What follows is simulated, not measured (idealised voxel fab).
Process module under the name voxel transistor to metal
Square cell edge 5 nm, section width 140 nm, ID cut.
A cross-section in this document is a grid of square cells, and it is written down as bands, the top band listed before the ones below it; a band is made up of one or more rows of cells.
First you get the band's top height and its bottom height, in nm, and then the materials it's made of, left to right, with each width in nm. If you see a single material with "everywhere", that one covers the band edge to edge. "empty" is empty space.
Measure heights from 0. That's the level where, below it, the as-received wafer is all one material. The lowest band is bottomless and extends downward; write it as in "z 0 and below".
Width spec "30->40" -> top row of cells at first value, bottom row at second value, equal per-row change in between.
The designation "no change occurred", where it is given for a processing step, indicates that no cell of the cross-section was altered in the course of that step.
"Tabulated closed voids" lists enclosed empty spaces (at least 8 cells, no open path upward to the top), each as width x height at distance from the left edge, in nm.
Note: text after step settings on the step line = simulator remark on that step.
If you see "overlay nm" on a step's line and that step has a mask, it's telling you how far right of where it was planned the mask ended up; a negative number means it went left instead.
Note on reading: below, each pair holds a cross-section from before one process step and one from after it; the one from after shows only down to the lowest band that changed. Beneath the pair, the step in between is stated along with its settings. The pairs can stem from different runs of this module on the same starting wafer. Where a pair's entry headed "Pre-step geometry" says so, and only there, that pair continues from the pair above it.

[Pre-step geometry]
	z 45 to 40 | empty (50)  SiN (35)  empty (55)
	z 40 to 25 | empty (50)  SiN (5)  SiO2 (5)  SiCN (15)  SiO2 (5)  SiN (5)  empty (55)
	z 25 to 10 | empty (50)  SiN (5)  SiO2 (5)  polySi (15)  SiO2 (5)  SiN (5)  empty (55)
	z 10 to 5 | SiN (30)  empty (20)  SiN (5)  SiO2 (5)  polySi (15)  SiO2 (5)  SiN (5)  empty (20)  SiN (35)
	z 5 to 0 | SiO2 (25)  SiN (30)  SiO2 (5)  polySi (15)  SiO2 (5)  SiN (30)  SiO2 (30)
	z 0 to -5 | SiO2 everywhere
	z -5 to -35 | SiO2 (20)  Si (95)  SiO2 (25)
	z -35 and below | Si everywhere
	Tabulated closed voids: none

[Section, Post-Step]
	z 40 to 25 | empty (50)  SiN (5)  SiO2 (5)  SiCN (15)  SiO2 (5)  SiN (5)  empty (55)
	z 25 to 5 | empty (50)  SiN (5)  SiO2 (5)  polySi (15)  SiO2 (5)  SiN (5)  empty (55)
	z 5 to 0 | SiO2 (25)  SiN (5)  empty (20)  SiN (5)  SiO2 (5)  polySi (15)  SiO2 (5)  SiN (5)  empty (20)  SiN (5)  SiO2 (30)
	Below 0 it's all the same as before, nothing changed down there.
	Tabulated closed voids: none
What process step lies between the two cross-sections above? DIRECTIONAL_ETCH with etch materials SiN, depth nm 5

Pre-step geometry: starting point is the after cross-section of the pair just above.

[Section, Post-Step]
	z 40 to 35 | empty (50)  SiN (5)  empty (5)  SiCN (15)  empty (5)  SiN (5)  empty (55)
	z 35 to 25 | empty (50)  SiN (5)  SiO2 (5)  SiCN (15)  SiO2 (5)  SiN (5)  empty (55)
	z 25 to 5 | empty (50)  SiN (5)  SiO2 (5)  polySi (15)  SiO2 (5)  SiN (5)  empty (55)
	z 5 to 0 | empty (25)  SiN (5)  empty (20)  SiN (5)  SiO2 (5)  polySi (15)  SiO2 (5)  SiN (5)  empty (20)  SiN (5)  empty (30)
	z 0 to -5 | SiO2 (30)  empty (20)  SiO2 (35)  empty (20)  SiO2 (35)
	Below -5 it's all the same as before, nothing changed down there.
	Tabulated closed voids: none
What process step lies between the two cross-sections above? DIRECTIONAL_ETCH with etch materials SiO2, depth nm 5

Pre-step geometry: starting point is the after cross-section of the pair just above.

[Section, Post-Step]
	z 40 to 35 | empty (50)  SiN (5)  empty (5)  SiCN (15)  empty (5)  SiN (5)  empty (55)
	z 35 to 25 | empty (50)  SiN (5)  SiO2 (5)  SiCN (15)  SiO2 (5)  SiN (5)  empty (55)
	z 25 to 5 | empty (50)  SiN (5)  SiO2 (5)  polySi (15)  SiO2 (5)  SiN (5)  empty (55)
	z 5 to 0 | empty (25)  SiN (5)  empty (20)  SiN (5)  SiO2 (5)  polySi (15)  SiO2 (5)  SiN (5)  empty (20)  SiN (5)  empty (30)
	z 0 to -5 | SiO2 (30)  empty (20)  SiO2 (35)  empty (20)  SiO2 (35)
	z -5 to -20 | SiO2 (20)  Si (10)  empty (20)  Si (35)  empty (20)  Si (10)  SiO2 (25)
	Below -20 it's all the same as before, nothing changed down there.
	Tabulated closed voids: none
What process step lies between the two cross-sections above? DIRECTIONAL_ETCH with etch materials Si, depth nm 15

Pre-step geometry: starting point is the after cross-section of the pair just above.

[Section, Post-Step]
	z 40 to 35 | empty (50)  SiN (5)  empty (5)  SiCN (15)  empty (5)  SiN (5)  empty (55)
	z 35 to 25 | empty (50)  SiN (5)  SiO2 (5)  SiCN (15)  SiO2 (5)  SiN (5)  empty (55)
	z 25 to 15 | empty (50)  SiN (5)  SiO2 (5)  polySi (15)  SiO2 (5)  SiN (5)  empty (55)
	z 15 to 5 | empty (20)  nSi (30)  SiN (5)  SiO2 (5)  polySi (15)  SiO2 (5)  SiN (5)  nSi (30)  empty (25)
	z 5 to 0 | empty (20)  nSi (5)  SiN (5)  nSi (20)  SiN (5)  SiO2 (5)  polySi (15)  SiO2 (5)  SiN (5)  nSi (20)  SiN (5)  nSi (5)  empty (25)
	z 0 to -5 | SiO2 (30)  nSi (20)  SiO2 (35)  nSi (20)  SiO2 (35)
	z -5 to -20 | SiO2 (20)  Si (10)  nSi (20)  Si (35)  nSi (20)  Si (10)  SiO2 (25)
	Below -20 it's all the same as before, nothing changed down there.
	Tabulated closed voids: none
What process step lies between the two cross-sections above? EPI with material nSi, thk nm 20

Pre-step geometry: starting point is the after cross-section of the pair just above.

[Section, Post-Step]
	z 45 to 40 | SiO2 everywhere
	z 40 to 25 | SiO2 (50)  SiN (5)  SiO2 (5)  SiCN (15)  SiO2 (5)  SiN (5)  SiO2 (55)
	z 25 to 15 | SiO2 (50)  SiN (5)  SiO2 (5)  polySi (15)  SiO2 (5)  SiN (5)  SiO2 (55)
	z 15 to 5 | SiO2 (20)  nSi (30)  SiN (5)  SiO2 (5)  polySi (15)  SiO2 (5)  SiN (5)  nSi (30)  SiO2 (25)
	z 5 to 0 | SiO2 (20)  nSi (5)  SiN (5)  nSi (20)  SiN (5)  SiO2 (5)  polySi (15)  SiO2 (5)  SiN (5)  nSi (20)  SiN (5)  nSi (5)  SiO2 (25)
	Below 0 it's all the same as before, nothing changed down there.
	Tabulated closed voids: none
What process step lies between the two cross-sections above? FILL_DEP with material SiO2, thk nm 5

Pre-step geometry: starting point is the after cross-section of the pair just above.

[Section, Post-Step]
	z 40 to 25 | SiO2 (50)  SiN (5)  SiO2 (5)  SiCN (15)  SiO2 (5)  SiN (5)  SiO2 (55)
	Below 25 it's all the same as before, nothing changed down there.
	Tabulated closed voids: none
What process step lies between the two cross-sections above? CMP with height nm 40

Pre-step geometry: starting point is the after cross-section of the pair just above.

[Section, Post-Step]
	z 50 to 40 | SiO2 everywhere
	Below 40 it's all the same as before, nothing changed down there.
	Tabulated closed voids: none
What process step lies between the two cross-sections above? DIRECTIONAL_DEP with material SiO2, thk nm 10

Pre-step geometry: starting point is the after cross-section of the pair just above.

[Section, Post-Step]
	z 50 to 40 | SiO2 (25)  empty (30)  SiO2 (25)  empty (30)  SiO2 (30)
	z 40 to 25 | SiO2 (25)  empty (25)  SiN (5)  SiO2 (5)  SiCN (15)  SiO2 (5)  SiN (5)  empty (25)  SiO2 (30)
	z 25 to 15 | SiO2 (25)  empty (25)  SiN (5)  SiO2 (5)  polySi (15)  SiO2 (5)  SiN (5)  empty (25)  SiO2 (30)
	Below 15 it's all the same as before, nothing changed down there.
	Tabulated closed voids: none
What process step lies between the two cross-sections above? MASKED_ETCH with tone open, mask id CONTACT, width nm 30, pitch nm 55, etch materials SiO2, depth nm 35, overlay nm 0

Pre-step geometry: starting point is the after cross-section of the pair just above.

[Section, Post-Step]
	z 55 to 50 | TiN (30)  empty (20)  TiN (35)  empty (20)  TiN (35)
	z 50 to 40 | SiO2 (25)  TiN (5)  empty (20->15)  TiN (5->10)  SiO2 (25)  TiN (5->10)  empty (20->15)  TiN (5)  SiO2 (30)
	z 40 to 25 | SiO2 (25)  TiN (5)  empty (15)  TiN (5)  SiN (5)  SiO2 (5)  SiCN (15)  SiO2 (5)  SiN (5)  TiN (5)  empty (15)  TiN (5)  SiO2 (30)
	z 25 to 20 | SiO2 (25)  TiN (5)  empty (15)  TiN (5)  SiN (5)  SiO2 (5)  polySi (15)  SiO2 (5)  SiN (5)  TiN (5)  empty (15)  TiN (5)  SiO2 (30)
	z 20 to 15 | SiO2 (25)  TiN (25)  SiN (5)  SiO2 (5)  polySi (15)  SiO2 (5)  SiN (5)  TiN (25)  SiO2 (30)
	Below 15 it's all the same as before, nothing changed down there.
	Tabulated closed voids: none
What process step lies between the two cross-sections above? CONFORMAL_DEP with material TiN, thk nm 5

Pre-step geometry: starting point is the after cross-section of the pair just above.

[Section, Post-Step]
	z 65 to 55 | W everywhere
	z 55 to 50 | TiN (30)  W (20)  TiN (35)  W (20)  TiN (35)
	z 50 to 40 | SiO2 (25)  TiN (5)  W (20->15)  TiN (5->10)  SiO2 (25)  TiN (5->10)  W (20->15)  TiN (5)  SiO2 (30)
	z 40 to 25 | SiO2 (25)  TiN (5)  W (15)  TiN (5)  SiN (5)  SiO2 (5)  SiCN (15)  SiO2 (5)  SiN (5)  TiN (5)  W (15)  TiN (5)  SiO2 (30)
	z 25 to 20 | SiO2 (25)  TiN (5)  W (15)  TiN (5)  SiN (5)  SiO2 (5)  polySi (15)  SiO2 (5)  SiN (5)  TiN (5)  W (15)  TiN (5)  SiO2 (30)
	Below 20 it's all the same as before, nothing changed down there.
	Tabulated closed voids: none
What process step lies between the two cross-sections above? FILL_DEP with material W, thk nm 10

Pre-step geometry: starting point is the after cross-section of the pair just above.

[Section, Post-Step]
	z 50 to 40 | SiO2 (25)  TiN (5)  W (20->15)  TiN (5->10)  SiO2 (25)  TiN (5->10)  W (20->15)  TiN (5)  SiO2 (30)
	Below 40 it's all the same as before, nothing changed down there.
	Tabulated closed voids: none
What process step lies between the two cross-sections above? CMP with height nm 50

Pre-step geometry: starting point is the after cross-section of the pair just above.

[Section, Post-Step]
	z 55 to 50 | TiN everywhere
	Below 50 it's all the same as before, nothing changed down there.
	Tabulated closed voids: none
What process step lies between the two cross-sections above? DIRECTIONAL_DEP with material TiN, thk nm 5

Pre-step geometry: starting point is the after cross-section of the pair just above.

[Section, Post-Step]
	z 75 to 55 | Ru everywhere
	Below 55 it's all the same as before, nothing changed down there.
	Tabulated closed voids: none
What process step lies between the two cross-sections above? DIRECTIONAL_DEP with material Ru, thk nm 20

Pre-step geometry: starting point is the after cross-section of the pair just above.

[Section, Post-Step]
	z 90 to 75 | aC everywhere
	Below 75 it's all the same as before, nothing changed down there.
	Tabulated closed voids: none
What process step lies between the two cross-sections above? DIRECTIONAL_DEP with material aC, thk nm 15

Pre-step geometry: starting point is the after cross-section of the pair just above.

[Section, Post-Step]
	z 120 to 90 | empty (25)  resist (20)  empty (45)  resist (20)  empty (30)
	Below 90 it's all the same as before, nothing changed down there.
	Tabulated closed voids: none
What process step lies between the two cross-sections above? PATTERN with tone cover, mask id METAL_1, material resist, width nm 20, pitch nm 65, thk nm 30, overlay nm 0

Pre-step geometry: starting point is the after cross-section of the pair just above.

[Section, Post-Step]
	z 105 to 90 | empty (25)  resist (20)  empty (45)  resist (20)  empty (30)
	z 90 to 75 | empty (25)  aC (20)  empty (45)  aC (20)  empty (30)
	Below 75 it's all the same as before, nothing changed down there.
	Tabulated closed voids: none
What process step lies between the two cross-sections above? DIRECTIONAL_ETCH with etch materials aC, depth nm 15

Pre-step geometry: starting point is the after cross-section of the pair just above.

[Section, Post-Step]
	z 90 to 75 | empty (25)  aC (20)  empty (45)  aC (20)  empty (30)
	Below 75 it's all the same as before, nothing changed down there.
	Tabulated closed voids: none
What process step lies between the two cross-sections above? STRIP with etch materials resist

Pre-step geometry: starting point is the after cross-section of the pair just above.

[Section, Post-Step]
	z 90 to 75 | empty (25)  aC (20)  empty (45)  aC (20)  empty (30)
	z 75 to 55 | empty (25)  Ru (20)  empty (45)  Ru (20)  empty (30)
	Below 55 it's all the same as before, nothing changed down there.
	Tabulated closed voids: none
What process step lies between the two cross-sections above? DIRECTIONAL_ETCH with etch materials Ru, depth nm 20

Pre-step geometry: starting point is the after cross-section of the pair just above.

[Section, Post-Step]
	z 90 to 75 | empty (25)  aC (20)  empty (45)  aC (20)  empty (30)
	z 75 to 55 | empty (25)  Ru (20)  empty (45)  Ru (20)  empty (30)
	z 55 to 50 | empty (25)  TiN (20)  empty (45)  TiN (20)  empty (30)
	Below 50 it's all the same as before, nothing changed down there.
	Tabulated closed voids: none
What process step lies between the two cross-sections above? DIRECTIONAL_ETCH with etch materials TiN, depth nm 5

Pre-step geometry: starting point is the after cross-section of the pair just above.

[Section, Post-Step]
	z 75 to 55 | empty (25)  Ru (20)  empty (45)  Ru (20)  empty (30)
	Below 55 it's all the same as before, nothing changed down there.
	Tabulated closed voids: none
What process step lies between the two cross-sections above? STRIP with etch materials aC

Pre-step geometry: starting point is the after cross-section of the pair just above.

[Section, Post-Step]
	z 80 to 75 | empty (20)  SiCN (30)  empty (35)  SiCN (30)  empty (25)
	z 75 to 55 | empty (20)  SiCN (5)  Ru (20)  SiCN (5)  empty (35)  SiCN (5)  Ru (20)  SiCN (5)  empty (25)
	z 55 to 50 | SiCN (25)  TiN (20)  SiCN (45)  TiN (20)  SiCN (30)
	Below 50 it's all the same as before, nothing changed down there.
	Tabulated closed voids: none
What process step lies between the two cross-sections above? CONFORMAL_DEP with material SiCN, thk nm 5

Pre-step geometry: starting point is the after cross-section of the pair just above.

[Section, Post-Step]
	z 90 to 80 | SiO2 everywhere
	z 80 to 75 | SiO2 (20)  SiCN (30)  SiO2 (35)  SiCN (30)  SiO2 (25)
	z 75 to 55 | SiO2 (20)  SiCN (5)  Ru (20)  SiCN (5)  SiO2 (35)  SiCN (5)  Ru (20)  SiCN (5)  SiO2 (25)
	Below 55 it's all the same as before, nothing changed down there.
	Tabulated closed voids: none
What process step lies between the two cross-sections above? FILL_DEP with material SiO2, thk nm 10

Pre-step geometry: starting point is the after cross-section of the pair just above.

[Section, Post-Step]
	z 75 to 55 | SiO2 (20)  SiCN (5)  Ru (20)  SiCN (5)  SiO2 (35)  SiCN (5)  Ru (20)  SiCN (5)  SiO2 (25)
	Below 55 it's all the same as before, nothing changed down there.
	Tabulated closed voids: none
What process step lies between the two cross-sections above? CMP with height nm 75

Pre-step geometry: starting point is the after cross-section of the pair just above.

[Section, Post-Step]
	z 80 to 75 | SiN everywhere
	Below 75 it's all the same as before, nothing changed down there.
	Tabulated closed voids: none
What process step lies between the two cross-sections above? CONFORMAL_DEP with material SiN, thk nm 5

[Pre-step geometry]
	z 15 to 5 | SiN everywhere
	z 5 to 0 | SiO2 everywhere
	z 0 and below | Si everywhere
	Tabulated closed voids: none

[Section, Post-Step]
	z 15 to 5 | empty (30)  SiN (95)  empty (15)
	Below 5 it's all the same as before, nothing changed down there.
	Tabulated closed voids: none
What process step lies between the two cross-sections above? MASKED_ETCH with tone cover, mask id ACTIVE, width nm 95, etch materials SiN, depth nm 10, overlay nm 10

Pre-step geometry: starting point is the after cross-section of the pair just above.

[Section, Post-Step]
	z 15 to 5 | empty (30)  SiN (95)  empty (15)
	z 5 to 0 | empty (20)  SiO2 (105)  empty (15)
	Below 0 it's all the same as before, nothing changed down there.
	Tabulated closed voids: none
What process step lies between the two cross-sections above? MASKED_ETCH with tone cover, mask id ACTIVE, width nm 95, etch materials SiO2, depth nm 5, overlay nm 0

Pre-step geometry: starting point is the after cross-section of the pair just above.

[Section, Post-Step]
	z 15 to 5 | empty (30)  SiN (95)  empty (15)
	z 5 to 0 | empty (20)  SiO2 (105)  empty (15)
	z 0 to -35 | empty (20)  Si (105)  empty (15)
	Below -35 it's all the same as before, nothing changed down there.
	Tabulated closed voids: none
What process step lies between the two cross-sections above? MASKED_ETCH with tone cover, mask id ACTIVE, width nm 95, etch materials Si, depth nm 35, overlay nm 0

Pre-step geometry: starting point is the after cross-section of the pair just above.

[Section, Post-Step]
	z 25 to 15 | SiO2 everywhere
	z 15 to 5 | SiO2 (30)  SiN (95)  SiO2 (15)
	z 5 to 0 | SiO2 everywhere
	z 0 to -35 | SiO2 (20)  Si (105)  SiO2 (15)
	Below -35 it's all the same as before, nothing changed down there.
	Tabulated closed voids: none
What process step lies between the two cross-sections above? FILL_DEP with material SiO2, thk nm 10

Pre-step geometry: starting point is the after cross-section of the pair just above.

[Section, Post-Step]
	z 15 to 5 | SiO2 (30)  SiN (95)  SiO2 (15)
	Below 5 it's all the same as before, nothing changed down there.
	Tabulated closed voids: none
What process step lies between the two cross-sections above? CMP with height nm 15

Pre-step geometry: starting point is the after cross-section of the pair just above.

[Section, Post-Step]
	z 15 to 10 | empty (30)  SiN (95)  empty (15)
	Below 10 it's all the same as before, nothing changed down there.
	Tabulated closed voids: none
What process step lies between the two cross-sections above? SELECTIVE_ETCH with etch materials SiO2, depth nm 5

Pre-step geometry: starting point is the after cross-section of the pair just above.

[Section, Post-Step]
	z 10 to 5 | SiO2 (30)  empty (95)  SiO2 (15)
	Below 5 it's all the same as before, nothing changed down there.
	Tabulated closed voids: none
What process step lies between the two cross-sections above? STRIP with etch materials SiN

Pre-step geometry: starting point is the after cross-section of the pair just above.

[Section, Post-Step]
	z 5 to 0 | SiO2 (25)  empty (105)  SiO2 (10)
	Below 0 it's all the same as before, nothing changed down there.
	Tabulated closed voids: none
What process step lies between the two cross-sections above? SELECTIVE_ETCH with etch materials SiO2, depth nm 5

Pre-step geometry: starting point is the after cross-section of the pair just above.

[Section, Post-Step]
	z 5 to 0 | SiO2 (25)  empty (105)  SiO2 (10)
	z 0 to -5 | SiO2 everywhere
	Below -5 it's all the same as before, nothing changed down there.
	Tabulated closed voids: none
What process step lies between the two cross-sections above? OXIDIZE with depth nm 5

Pre-step geometry: starting point is the after cross-section of the pair just above.

[Section, Post-Step]
	z 30 to 25 | polySi (25)  empty (105)  polySi (10)
	z 25 to 5 | polySi everywhere
	z 5 to 0 | SiO2 (25)  polySi (105)  SiO2 (10)
	Below 0 it's all the same as before, nothing changed down there.
	Tabulated closed voids: none
What process step lies between the two cross-sections above? DIRECTIONAL_DEP with material polySi, thk nm 25

Pre-step geometry: starting point is the after cross-section of the pair just above.

[Section, Post-Step]
	z 45 to 40 | SiCN (25)  empty (105)  SiCN (10)
	z 40 to 30 | SiCN everywhere
	z 30 to 25 | polySi (25)  SiCN (105)  polySi (10)
	Below 25 it's all the same as before, nothing changed down there.
	Tabulated closed voids: none
What process step lies between the two cross-sections above? DIRECTIONAL_DEP with material SiCN, thk nm 15

Pre-step geometry: starting point is the after cross-section of the pair just above.

[Section, Post-Step]
	z 55 to 50 | aC (25)  empty (105)  aC (10)
	z 50 to 45 | aC everywhere
	z 45 to 40 | SiCN (25)  aC (105)  SiCN (10)
	Below 40 it's all the same as before, nothing changed down there.
	Tabulated closed voids: none
What process step lies between the two cross-sections above? DIRECTIONAL_DEP with material aC, thk nm 10

Pre-step geometry: starting point is the after cross-section of the pair just above.

[Section, Post-Step]
	z 80 to 55 | empty (60)  resist (15)  empty (65)
	z 55 to 50 | aC (25)  empty (35)  resist (15)  empty (55)  aC (10)
	Below 50 it's all the same as before, nothing changed down there.
	Tabulated closed voids: none
What process step lies between the two cross-sections above? PATTERN with tone cover, mask id GATE, material resist, width nm 15, thk nm 25, overlay nm 0

Pre-step geometry: starting point is the after cross-section of the pair just above.

[Section, Post-Step]
	z 70 to 50 | empty (60)  resist (15)  empty (65)
	z 50 to 45 | empty (60)  aC (15)  empty (65)
	z 45 to 40 | SiCN (25)  empty (35)  aC (15)  empty (55)  SiCN (10)
	Below 40 it's all the same as before, nothing changed down there.
	Tabulated closed voids: none
What process step lies between the two cross-sections above? DIRECTIONAL_ETCH with etch materials aC, depth nm 10

Pre-step geometry: starting point is the after cross-section of the pair just above.

[Section, Post-Step]
	z 50 to 45 | empty (60)  aC (15)  empty (65)
	Below 45 it's all the same as before, nothing changed down there.
	Tabulated closed voids: none
What process step lies between the two cross-sections above? STRIP with etch materials resist

Pre-step geometry: starting point is the after cross-section of the pair just above.

[Section, Post-Step]
	z 50 to 40 | empty (60)  aC (15)  empty (65)
	z 40 to 30 | empty (60)  SiCN (15)  empty (65)
	z 30 to 25 | polySi (25)  empty (35)  SiCN (15)  empty (55)  polySi (10)
	Below 25 it's all the same as before, nothing changed down there.
	Tabulated closed voids: none
What process step lies between the two cross-sections above? DIRECTIONAL_ETCH with etch materials SiCN, depth nm 25

Pre-step geometry: starting point is the after cross-section of the pair just above.

[Section, Post-Step]
	z 50 to 40 | empty (60)  aC (15)  empty (65)
	z 40 to 25 | empty (60)  SiCN (15)  empty (65)
	z 25 to 5 | empty (60)  polySi (15)  empty (65)
	z 5 to 0 | SiO2 (25)  empty (35)  polySi (15)  empty (55)  SiO2 (10)
	Below 0 it's all the same as before, nothing changed down there.
	Tabulated closed voids: none
What process step lies between the two cross-sections above? DIRECTIONAL_ETCH with etch materials polySi, depth nm 35

Pre-step geometry: starting point is the after cross-section of the pair just above.

[Section, Post-Step]
	z 40 to 25 | empty (60)  SiCN (15)  empty (65)
	Below 25 it's all the same as before, nothing changed down there.
	Tabulated closed voids: none
What process step lies between the two cross-sections above? STRIP with etch materials aC

Pre-step geometry: starting point is the after cross-section of the pair just above.

[Section, Post-Step]
	z 45 to 40 | empty (55)  SiO2 (25)  empty (60)
	z 40 to 25 | empty (55)  SiO2 (5)  SiCN (15)  SiO2 (5)  empty (60)
	z 25 to 10 | empty (55)  SiO2 (5)  polySi (15)  SiO2 (5)  empty (60)
	z 10 to 5 | SiO2 (30)  empty (25)  SiO2 (5)  polySi (15)  SiO2 (5)  empty (45)  SiO2 (15)
	z 5 to 0 | SiO2 (60)  polySi (15)  SiO2 (65)
	Below 0 it's all the same as before, nothing changed down there.
	Tabulated closed voids: none
What process step lies between the two cross-sections above? CONFORMAL_DEP with material SiO2, thk nm 5

Pre-step geometry: starting point is the after cross-section of the pair just above.

[Section, Post-Step]
	z 40 to 25 | empty (55)  SiO2 (5)  SiCN (15)  SiO2 (5)  empty (60)
	z 25 to 5 | empty (55)  SiO2 (5)  polySi (15)  SiO2 (5)  empty (60)
	z 5 to 0 | SiO2 (30)  empty (25)  SiO2 (5)  polySi (15)  SiO2 (5)  empty (45)  SiO2 (15)
	Below 0 it's all the same as before, nothing changed down there.
	Tabulated closed voids: none
What process step lies between the two cross-sections above? DIRECTIONAL_ETCH with etch materials SiO2, depth nm 5

Pre-step geometry: starting point is the after cross-section of the pair just above.

[Section, Post-Step]
	z 45 to 40 | empty (50)  SiN (35)  empty (55)
	z 40 to 25 | empty (50)  SiN (5)  SiO2 (5)  SiCN (15)  SiO2 (5)  SiN (5)  empty (55)
	z 25 to 10 | empty (50)  SiN (5)  SiO2 (5)  polySi (15)  SiO2 (5)  SiN (5)  empty (55)
	z 10 to 5 | SiN (35)  empty (15)  SiN (5)  SiO2 (5)  polySi (15)  SiO2 (5)  SiN (5)  empty (35)  SiN (20)
	z 5 to 0 | SiO2 (30)  SiN (25)  SiO2 (5)  polySi (15)  SiO2 (5)  SiN (45)  SiO2 (15)
	Below 0 it's all the same as before, nothing changed down there.
	Tabulated closed voids: none
What process step lies between the two cross-sections above? CONFORMAL_DEP with material SiN, thk nm 5

Pre-step geometry: starting point is the after cross-section of the pair just above.

[Section, Post-Step]
	z 40 to 25 | empty (50)  SiN (5)  SiO2 (5)  SiCN (15)  SiO2 (5)  SiN (5)  empty (55)
	z 25 to 5 | empty (50)  SiN (5)  SiO2 (5)  polySi (15)  SiO2 (5)  SiN (5)  empty (55)
	z 5 to 0 | SiO2 (30)  SiN (5)  empty (15)  SiN (5)  SiO2 (5)  polySi (15)  SiO2 (5)  SiN (5)  empty (35)  SiN (5)  SiO2 (15)
	Below 0 it's all the same as before, nothing changed down there.
	Tabulated closed voids: none
What process step lies between the two cross-sections above? DIRECTIONAL_ETCH with etch materials SiN, depth nm 5

Pre-step geometry: starting point is the after cross-section of the pair just above.

[Section, Post-Step]
	z 40 to 35 | empty (50)  SiN (5)  empty (5)  SiCN (15)  empty (5)  SiN (5)  empty (55)
	z 35 to 25 | empty (50)  SiN (5)  SiO2 (5)  SiCN (15)  SiO2 (5)  SiN (5)  empty (55)
	z 25 to 5 | empty (50)  SiN (5)  SiO2 (5)  polySi (15)  SiO2 (5)  SiN (5)  empty (55)
	z 5 to 0 | empty (30)  SiN (5)  empty (15)  SiN (5)  SiO2 (5)  polySi (15)  SiO2 (5)  SiN (5)  empty (35)  SiN (5)  empty (15)
	z 0 to -5 | SiO2 (35)  empty (15)  SiO2 (35)  empty (35)  SiO2 (20)
	Below -5 it's all the same as before, nothing changed down there.
	Tabulated closed voids: none
What process step lies between the two cross-sections above? DIRECTIONAL_ETCH with etch materials SiO2, depth nm 5

Pre-step geometry: starting point is the after cross-section of the pair just above.

[Section, Post-Step]
	z 40 to 35 | empty (50)  SiN (5)  empty (5)  SiCN (15)  empty (5)  SiN (5)  empty (55)
	z 35 to 25 | empty (50)  SiN (5)  SiO2 (5)  SiCN (15)  SiO2 (5)  SiN (5)  empty (55)
	z 25 to 5 | empty (50)  SiN (5)  SiO2 (5)  polySi (15)  SiO2 (5)  SiN (5)  empty (55)
	z 5 to 0 | empty (30)  SiN (5)  empty (15)  SiN (5)  SiO2 (5)  polySi (15)  SiO2 (5)  SiN (5)  empty (35)  SiN (5)  empty (15)
	z 0 to -5 | SiO2 (35)  empty (15)  SiO2 (35)  empty (35)  SiO2 (20)
	z -5 to -20 | SiO2 (20)  Si (15)  empty (15)  Si (35)  empty (35)  Si (5)  SiO2 (15)
	Below -20 it's all the same as before, nothing changed down there.
	Tabulated closed voids: none
What process step lies between the two cross-sections above? DIRECTIONAL_ETCH with etch materials Si, depth nm 15

Pre-step geometry: starting point is the after cross-section of the pair just above.

[Section, Post-Step]
	z 40 to 35 | empty (50)  SiN (5)  empty (5)  SiCN (15)  empty (5)  SiN (5)  empty (55)
	z 35 to 25 | empty (50)  SiN (5)  SiO2 (5)  SiCN (15)  SiO2 (5)  SiN (5)  empty (55)
	z 25 to 15 | empty (50)  SiN (5)  SiO2 (5)  polySi (15)  SiO2 (5)  SiN (5)  empty (55)
	z 15 to 5 | empty (25)  nSi (25)  SiN (5)  SiO2 (5)  polySi (15)  SiO2 (5)  SiN (5)  nSi (45)  empty (10)
	z 5 to 0 | empty (25)  nSi (5)  SiN (5)  nSi (15)  SiN (5)  SiO2 (5)  polySi (15)  SiO2 (5)  SiN (5)  nSi (35)  SiN (5)  nSi (5)  empty (10)
	z 0 to -5 | SiO2 (35)  nSi (15)  SiO2 (35)  nSi (35)  SiO2 (20)
	z -5 to -20 | SiO2 (20)  Si (15)  nSi (15)  Si (35)  nSi (35)  Si (5)  SiO2 (15)
	Below -20 it's all the same as before, nothing changed down there.
	Tabulated closed voids: none
What process step lies between the two cross-sections above? EPI with material nSi, thk nm 20

Pre-step geometry: starting point is the after cross-section of the pair just above.

[Section, Post-Step]
	z 45 to 40 | SiO2 everywhere
	z 40 to 25 | SiO2 (50)  SiN (5)  SiO2 (5)  SiCN (15)  SiO2 (5)  SiN (5)  SiO2 (55)
	z 25 to 15 | SiO2 (50)  SiN (5)  SiO2 (5)  polySi (15)  SiO2 (5)  SiN (5)  SiO2 (55)
	z 15 to 5 | SiO2 (25)  nSi (25)  SiN (5)  SiO2 (5)  polySi (15)  SiO2 (5)  SiN (5)  nSi (45)  SiO2 (10)
	z 5 to 0 | SiO2 (25)  nSi (5)  SiN (5)  nSi (15)  SiN (5)  SiO2 (5)  polySi (15)  SiO2 (5)  SiN (5)  nSi (35)  SiN (5)  nSi (5)  SiO2 (10)
	Below 0 it's all the same as before, nothing changed down there.
	Tabulated closed voids: none
What process step lies between the two cross-sections above? FILL_DEP with material SiO2, thk nm 5

Pre-step geometry: starting point is the after cross-section of the pair just above.

[Section, Post-Step]
	z 40 to 25 | SiO2 (50)  SiN (5)  SiO2 (5)  SiCN (15)  SiO2 (5)  SiN (5)  SiO2 (55)
	Below 25 it's all the same as before, nothing changed down there.
	Tabulated closed voids: none
What process step lies between the two cross-sections above? CMP with height nm 40

Pre-step geometry: starting point is the after cross-section of the pair just above.

[Section, Post-Step]
	z 50 to 40 | SiO2 everywhere
	Below 40 it's all the same as before, nothing changed down there.
	Tabulated closed voids: none
What process step lies between the two cross-sections above? DIRECTIONAL_DEP with material SiO2, thk nm 10

Pre-step geometry: starting point is the after cross-section of the pair just above.

[Section, Post-Step]
	z 50 to 40 | SiO2 (25)  empty (30)  SiO2 (25)  empty (30)  SiO2 (30)
	z 40 to 25 | SiO2 (25)  empty (25)  SiN (5)  SiO2 (5)  SiCN (15)  SiO2 (5)  SiN (5)  empty (25)  SiO2 (30)
	z 25 to 15 | SiO2 (25)  empty (25)  SiN (5)  SiO2 (5)  polySi (15)  SiO2 (5)  SiN (5)  empty (25)  SiO2 (30)
	Below 15 it's all the same as before, nothing changed down there.
	Tabulated closed voids: none
What process step lies between the two cross-sections above? MASKED_ETCH with tone open, mask id CONTACT, width nm 30, pitch nm 55, etch materials SiO2, depth nm 35, overlay nm 0
